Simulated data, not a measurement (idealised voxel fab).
voxel local oxidation: a process module
Square cell edge 5 nm, section width 205 nm, ID cut.
Cross-section layout: square cells on a grid; listed as bands, top to bottom; a band spans one or more cell rows. This entry defines a band. It first specifies the height of the band's top and the height of its bottom in nm, and then specifies the band's materials from left to right, stating each material with its width in nm. The word "all across" identifies a single material that fills the band from edge to edge, while the word "blank" identifies empty space. Note: height 0 marks the level under which the wafer is uniformly one material as received. Lowest band unbounded below, written "0..down". When a width is written as two numbers, as in "30..40", the first number is the width in the top row of cells of the band and the second is the width in its bottom row, and the width changes by the same amount from each row to the next. The cross-section has no changed cell in any step marked "same as before". This entry, "Sealed cavities", enumerates those empty regions of no fewer than 8 cells that possess no open connection to the top. Each region is reported in the form width x height at distance, the distance being taken from the left edge, with all three quantities expressed in nm. On each step's line, the part that comes after the settings is the simulator's own comment on the step. For masked steps, "overlay nm" on the step line gives how far right of plan the mask actually lay; a minus sign means it lay to the left.

### The planned process steps are enumerated hereunder
- 1: RECEIVE with material Si
- 2: OXIDIZE with depth nm 5
- 3: CONFORMAL_DEP with material SiN, thk nm 15
- 4: DIRECTIONAL_DEP with material aC, thk nm 10
- 5: PATTERN with tone cover, mask id ACTIVE, material resist, width nm 130, thk nm 30, overlay nm 0
- 6: DIRECTIONAL_ETCH with etch materials aC, depth nm 10
- 7: STRIP with etch materials resist
- 8: DIRECTIONAL_ETCH with etch materials SiN, depth nm 15
- 9: STRIP with etch materials aC
- 10: SELECTIVE_ETCH with etch materials SiO2, depth nm 5
- 11: OXIDIZE with depth nm 10
- 12: STRIP with etch materials SiN

### Run as planned: first of two wafers

### Here's what the wafer looked like in cross-section when it arrived - that's after step 1
  0..down | Si all across
  Sealed cavities: none

### After step 2, in cross-section
  0..-5 | SiO2 all across
  Under -5: no change, same as before.

### After step 3, in cross-section
  15..0 | SiN all across
  Under 0: no change, same as before.

### After step 4, in cross-section
  25..15 | aC all across
  Under 15: no change, same as before.

### After step 5, in cross-section
  55..25 | 35 nm blank, then 130 nm resist, then 40 nm blank
  Under 25: no change, same as before.

### After step 6, in cross-section
  45..25 | 35 nm blank, then 130 nm resist, then 40 nm blank
  25..15 | 35 nm blank, then 130 nm aC, then 40 nm blank
  Under 15: no change, same as before.

### After step 7, in cross-section
  25..15 | 35 nm blank, then 130 nm aC, then 40 nm blank
  Under 15: no change, same as before.

### After step 8, in cross-section
  25..15 | 35 nm blank, then 130 nm aC, then 40 nm blank
  15..0 | 35 nm blank, then 130 nm SiN, then 40 nm blank
  Under 0: no change, same as before.

### After step 9, in cross-section
  15..0 | 35 nm blank, then 130 nm SiN, then 40 nm blank
  Under 0: no change, same as before.

### After step 10, in cross-section
  15..0 | 35 nm blank, then 130 nm SiN, then 40 nm blank
  0..-5 | 40 nm blank, then 120 nm SiO2, then 45 nm blank
  Under -5: no change, same as before.

### After step 11, in cross-section
  15..0 | 35 nm blank, then 130 nm SiN, then 40 nm blank
  0..-5 | 40 nm blank, then 120 nm SiO2, then 45 nm blank
  -5..-15 | 50 nm SiO2, then 100 nm Si, then 55 nm SiO2
  Under -15: no change, same as before.

### After step 12, in cross-section
  0..-5 | 40 nm blank, then 120 nm SiO2, then 45 nm blank
  Under -5: no change, same as before.

### Okay, second wafer. Nothing different at the start, nothing different in the plan, just one mistake somewhere in the running. As far as step 10, counting that step, it's the first wafer all over again

### Cross-section of the second wafer corresponding to the planned conclusion of step 11
  15..0 | 35 nm blank, then 130 nm SiN, then 40 nm blank
  0..-5 | 40 nm blank, then 120 nm SiO2, then 45 nm blank
  -5..-20 | 55 nm SiO2, then 90 nm Si, then 60 nm SiO2
  Under -20: no change, same as before.

### Cross-section of the second wafer corresponding to the planned conclusion of step 12
  0..-5 | 40 nm blank, then 120 nm SiO2, then 45 nm blank
  Under -5: no change, same as before.
Finding, execution versus plan: rather than as planned, step 11 actually ran as OXIDIZE with depth nm 15
The second wafer ends with more or fewer cells of some materials than the first, per final count: Si: 27 fewer; SiO2: 27 more
